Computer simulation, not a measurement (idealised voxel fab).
The name of this process module is voxel gate over fins.
cross-section cut | 215 nm wide | cells 5 nm
A cross-section in this document is a grid of square cells, and it is written down as bands, the top band listed before the ones below it; a band is made up of one or more rows of cells. Each band's line starts with the height of the band's top and of its bottom, in nm. Then come its materials from left to right, each with its width in nm. One material with "throughout" fills the band from edge to edge. "empty" is empty space. All heights in this document are referenced to 0, defined as the level beneath which the wafer, as received, consists entirely of one material. The lowest band is not bounded below; it extends indefinitely downward and is written in the form "0 and below". You'd read "30->40" like this: the band's top row of cells is as wide as the first number, its bottom row is as wide as the second, and going down, every row changes width by the same amount as the row before did. "remained the same" after a step means that no cell of the cross-section changed. "Completely sealed voids" means: voids of 8 cells or more that are shut off from the top with no open way through. Written width x height at distance, distance from the left edge, in nm. It should be noted that, on the line of a given step, the content following the step's settings is a remark produced by the simulator itself with respect to that step. "overlay nm" answers the question of how far to the right of plan the mask lay on a step that has a mask, and when it is negative the answer is to the left.

## Set out below are the planned steps of the process
1. RECEIVE,material Si
2. CONFORMAL_DEP,material SiN,thk nm 10
3. MASKED_ETCH,tone cover,mask id FINS,width nm 15,pitch nm 40,etch materials SiN,depth nm 10,overlay nm 0
4. MASKED_ETCH,tone cover,mask id FINS,width nm 15,pitch nm 40,etch materials Si,depth nm 35,overlay nm 0
5. OXIDIZE,depth nm 5
6. FILL_DEP,material SiO2,thk nm 5
7. CMP,height nm 10
8. SELECTIVE_ETCH,etch materials SiO2,depth nm 20
9. STRIP,etch materials SiN
10. CONFORMAL_DEP,material HfO2,thk nm 5
11. CONFORMAL_DEP,material TiN,thk nm 5
12. CONFORMAL_DEP,material TiAl,thk nm 5
13. CONFORMAL_DEP,material TiN,thk nm 5
14. FILL_DEP,material W,thk nm 10
15. CMP,height nm 25
16. CONFORMAL_DEP,material SiCN,thk nm 10

## Cross-section of the incoming wafer, state after step 1
0 and below: Si throughout
Completely sealed voids: none

## Wafer at module end, in section. Began as above, planned as above, run with one mistake
35 down to 25: SiCN throughout
25 down to 20: W throughout
20 down to 15: W (65) / TiN (85) / W (65)
15 down to 10: W (65) / TiN (5) / TiAl (35) / TiN (5) / TiAl (35) / TiN (5) / W (65)
10 down to 5: TiN (70) / TiAl (5) / HfO2 (25) / TiAl (5) / TiN (5) / TiAl (5) / HfO2 (25) / TiAl (5) / TiN (70)
5 down to 0: TiAl (75) / HfO2 (25) / TiAl (15) / HfO2 (25) / TiAl (75)
0 down to -10: HfO2 (85) / Si (5) / HfO2 (35) / Si (5) / HfO2 (85)
-10 down to -40: SiO2 (85) / Si (5) / SiO2 (35) / Si (5) / SiO2 (85)
-40 and below: Si throughout
Completely sealed voids: none
In executing the process, a mistake was made relative to the plan: heads up, step 11 didn't go per plan, it actually ran as CONFORMAL_DEP,material HfO2,thk nm 5
